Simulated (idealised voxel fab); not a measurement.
A process module follows: voxel wiring stack.
Xsec cut, 170 nm wide, square cell size 5 nm.
Square cells in a grid make up a cross-section in this document, and the grid is given as bands, listed from the top down, each one or more rows of cells. Top height, bottom height, nm. Materials left to right, width each, nm. Single material + "all across" = fills band edge to edge. "empty" = empty. Height 0 is the level under which the wafer as received is all one material. The lowest band goes on downwards, as in "0..down". So if you see something like "30..40" for the width, read it as the top row of the band sitting at the first number and the bottom row at the second, with every row in between moving by the same amount as the last. Any step labelled "nothing different" changed none of the cells in the cross-section. Entry "Trapped cavities". Content: empty spaces with no open connection to the top, size 8 cells or greater. Each: width x height at distance. Distance: from left edge. Unit: nm. Post-settings text on a step line: simulator's own remark regarding the step. "overlay nm" answers the question of how far to the right of plan the mask lay on a step that has a mask, and when it is negative the answer is to the left.
## Process steps - plan
1,RECEIVE: material Si
2,CONFORMAL_DEP: material SiO2, thk nm 15
3,DIRECTIONAL_DEP: material TiN, thk nm 5
4,DIRECTIONAL_DEP: material Ru, thk nm 15
5,PATTERN: tone cover, mask id METAL_1, material resist, width nm 25, pitch nm 40, thk nm 15, overlay nm 0
6,DIRECTIONAL_ETCH: etch materials Ru, depth nm 15
7,DIRECTIONAL_ETCH: etch materials TiN, depth nm 5
8,STRIP: etch materials resist
9,CONFORMAL_DEP: material SiCN, thk nm 5
10,FILL_DEP: material lowk, thk nm 10
11,CMP: height nm 35
12,CONFORMAL_DEP: material SiCN, thk nm 5
13,DIRECTIONAL_DEP: material lowk, thk nm 10
14,PATTERN: tone open, mask id PLUG_1, material resist, width nm 15, thk nm 20, overlay nm 0
15,DIRECTIONAL_ETCH: etch materials lowk, depth nm 10
16,DIRECTIONAL_ETCH: etch materials SiCN, depth nm 5
17,STRIP: etch materials resist
18,CONFORMAL_DEP: material TiN, thk nm 5
19,FILL_DEP: material W, thk nm 10
20,CMP: height nm 50
21,DIRECTIONAL_DEP: material TiN, thk nm 5
22,DIRECTIONAL_DEP: material Ru, thk nm 25
23,DIRECTIONAL_DEP: material aC, thk nm 15
24,PATTERN: tone cover, mask id METAL_2, material resist, width nm 25, pitch nm 40, thk nm 30, overlay nm 0
25,DIRECTIONAL_ETCH: etch materials aC, depth nm 15
26,STRIP: etch materials resist
27,DIRECTIONAL_ETCH: etch materials Ru, depth nm 25
28,DIRECTIONAL_ETCH: etch materials TiN, depth nm 5
29,STRIP: etch materials aC
30,FILL_DEP: material lowk, thk nm 5
31,CMP: height nm 80
32,CONFORMAL_DEP: material SiCN, thk nm 5
33,DIRECTIONAL_DEP: material SiO2, thk nm 25
34,PATTERN: tone open, mask id METAL_3_HOLES, material resist, width nm 15, thk nm 15, overlay nm 0
35,DIRECTIONAL_ETCH: etch materials SiO2, depth nm 25
36,STRIP: etch materials resist
37,PATTERN: tone open, mask id METAL_3, material resist, width nm 25, pitch nm 40, thk nm 15, overlay nm 0
38,DIRECTIONAL_ETCH: etch materials SiO2, depth nm 15
39,DIRECTIONAL_ETCH: etch materials SiCN, depth nm 5
40,STRIP: etch materials resist
41,CONFORMAL_DEP: material TiN, thk nm 5
42,FILL_DEP: material Cu, thk nm 10
43,CMP: height nm 110
44,CONFORMAL_DEP: material SiN, thk nm 5
## Cross-section: wafer on arrival = after step 1
	0..down  Si all across
	Trapped cavities: none
## Cross-sectional image of the first of two wafers at the end of the module, the run having proceeded as planned
	115..110  SiN all across
	110..100  50 SiO2 / 5 TiN / 15 Cu / 5 TiN / 15 SiO2 / 5 TiN / 15 Cu / 5 TiN / 55 SiO2
	100..95  50 SiO2 / 5 TiN / 5 Cu / 15 TiN / 15 SiO2 / 25 TiN / 55 SiO2
	95..85  50 SiO2 / 5 TiN / 5 Cu / 5 TiN / 105 SiO2
	85..80  50 SiCN / 15 TiN / 105 SiCN
	80..55  50 lowk / 25 Ru / 15 lowk / 25 Ru / 55 lowk
	55..50  50 lowk / 25 TiN / 15 lowk / 25 TiN / 55 lowk
	50..40  50 lowk / 5 TiN / 5 W / 5 TiN / 105 lowk
	40..35  50 SiCN / 15 TiN / 105 SiCN
	35..20  45 lowk / 5 SiCN / 25 Ru / 5 SiCN / 5 lowk / 5 SiCN / 25 Ru / 5 SiCN / 50 lowk
	20..15  50 SiCN / 25 TiN / 15 SiCN / 25 TiN / 55 SiCN
	15..0  SiO2 all across
	0..down  Si all across
	Trapped cavities: none
## Here is the second of the two wafers cut open at the end of the module - same start, same plan as the first one, but we made one mistake running it
	115..110  SiN all across
	110..100  60 Cu / 5 TiN / 10 SiO2 / 5 TiN / 5 Cu / 5 TiN / 25 SiO2 / 5 TiN / 50 Cu
	100..95  55 TiN / 5 Cu / 5 TiN / 10 SiO2 / 15 TiN / 25 SiO2 / 55 TiN
	95..90  50 SiO2 / 5 TiN / 5 Cu / 5 TiN / 105 SiO2
	90..85  50 SiO2 / 15 TiN / 105 SiO2
	85..80  SiCN all across
	80..55  50 lowk / 25 Ru / 15 lowk / 25 Ru / 55 lowk
	55..50  50 lowk / 25 TiN / 15 lowk / 25 TiN / 55 lowk
	50..40  50 lowk / 5 TiN / 5 W / 5 TiN / 105 lowk
	40..35  50 SiCN / 15 TiN / 105 SiCN
	35..20  45 lowk / 5 SiCN / 25 Ru / 5 SiCN / 5 lowk / 5 SiCN / 25 Ru / 5 SiCN / 50 lowk
	20..15  50 SiCN / 25 TiN / 15 SiCN / 25 TiN / 55 SiCN
	15..0  SiO2 all across
	0..down  Si all across
	Trapped cavities: none
Where did the run depart from the plan? step 37 did not happen as planned, as run it was PATTERN: tone cover, mask id METAL_3, material resist, width nm 25, pitch nm 40, thk nm 15, overlay nm 0
End of process, cell counts, second wafer against first, materials with more or fewer: Cu +33; SiCN +3; SiO2 -51; TiN +15
